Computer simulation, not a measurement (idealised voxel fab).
The process module presented herein is designated voxel trench capacitor.
The cross-section shown here is cut; it is 260 nm wide and divided into square cells measuring 5 nm on a side.
This document writes a cross-section as a grid whose cells are square, and gives it as bands, listed from the top down; one or more rows of cells form a band.
Heights first: top, then bottom, in nm. Then materials, left to right, each with a width in nm. "full width" on a single material: fills the band edge to edge. "empty": empty space.
Beneath 0, the wafer as received is one material, and that level is where height counting begins. The lowest band goes on downward without a bottom; it is written like "top 0, no bottom".
With a width like "30->40", each row of cells in the band differs from the next by the same amount, the top row carrying the first number and the bottom row the second.
It should be understood that the words "nothing altered", when stated for a given step, signify that the cross-section underwent no change in any of its cells during that step.
Closed empty spaces (no open way to the top) of 8 cells or more are what "Sealed-off cavities" lists, each as width x height at distance from the left edge, nm for all three.
If you see something after the settings on a step's line, that's the simulator's own remark about that step.
overlay nm: step with mask; distance mask lay right of planned place; negative value = left of planned place.

PLANNED STEP LIST FOR THE PROCESS
1. RECEIVE: material Si
2. CONFORMAL_DEP: material SiN, thk nm 5
3. DIRECTIONAL_DEP: material aC, thk nm 5
4. PATTERN: tone open, mask id TRENCH, material resist, width nm 25, pitch nm 45, thk nm 30, overlay nm 0
5. DIRECTIONAL_ETCH: etch materials aC, depth nm 15
6. STRIP: etch materials resist
7. DIRECTIONAL_ETCH: etch materials SiN, depth nm 5
8. DIRECTIONAL_ETCH: etch materials Si, depth nm 35
9. STRIP: etch materials aC
10. CONFORMAL_DEP: material Al2O3, thk nm 5
11. FILL_DEP: material polySi, thk nm 10
12. CMP: height nm 5
The value of thk nm given for step 3 in the plan refers to the first wafer; the wafers vary in this setting and are alike at the start.

THIS IS HOW THE FIRST OF SEVERAL WAFERS LOOKED IN CROSS-SECTION WHEN IT ARRIVED, WHICH IS AFTER STEP 1
	top 0, no bottom: Si full width
	Sealed-off cavities: none

TAKE A LOOK AT THE FIRST OF SEVERAL WAFERS IN CROSS-SECTION: THE MODULE IS DONE, AND STEP 12 WAS ITS LAST STEP
	top 5, bottom 0: SiN: 70 / Al2O3: 5 / polySi: 15 / Al2O3: 5 / SiN: 20 / Al2O3: 5 / polySi: 15 / Al2O3: 5 / SiN: 20 / Al2O3: 5 / polySi: 15 / Al2O3: 5 / SiN: 75
	top 0, bottom -30: Si: 70 / Al2O3: 5 / polySi: 15 / Al2O3: 5 / Si: 20 / Al2O3: 5 / polySi: 15 / Al2O3: 5 / Si: 20 / Al2O3: 5 / polySi: 15 / Al2O3: 5 / Si: 75
	top -30, bottom -35: Si: 70 / Al2O3: 25 / Si: 20 / Al2O3: 25 / Si: 20 / Al2O3: 25 / Si: 75
	top -35, no bottom: Si full width
	Sealed-off cavities: none

LAST-WAFER CROSS-SECTION AT THE END OF THE MODULE
	top 5, bottom 0: SiN full width
	top 0, no bottom: Si full width
	Sealed-off cavities: none

EACH ROW BELOW IS A WAFER AT THE END OF THE MODULE, LISTING FOR EVERY MATERIAL THE NUMBER OF CELLS IT HAS GAINED (+) OR LOST (-) SINCE IT WAS RECEIVED, FOLLOWED BY ITS CLOSED VOIDS
thk nm 5; +57 Al2O3; -105 Si; +37 SiN; +63 polySi; Sealed-off cavities: none
thk nm 10; +57 Al2O3; -105 Si; +37 SiN; +63 polySi; Sealed-off cavities: none
thk nm 15; +57 Al2O3; -105 Si; +37 SiN; +63 polySi; Sealed-off cavities: none
thk nm 20; +52 SiN; Sealed-off cavities: none
thk nm 25; +52 SiN; Sealed-off cavities: none
thk nm 30; +52 SiN; Sealed-off cavities: none
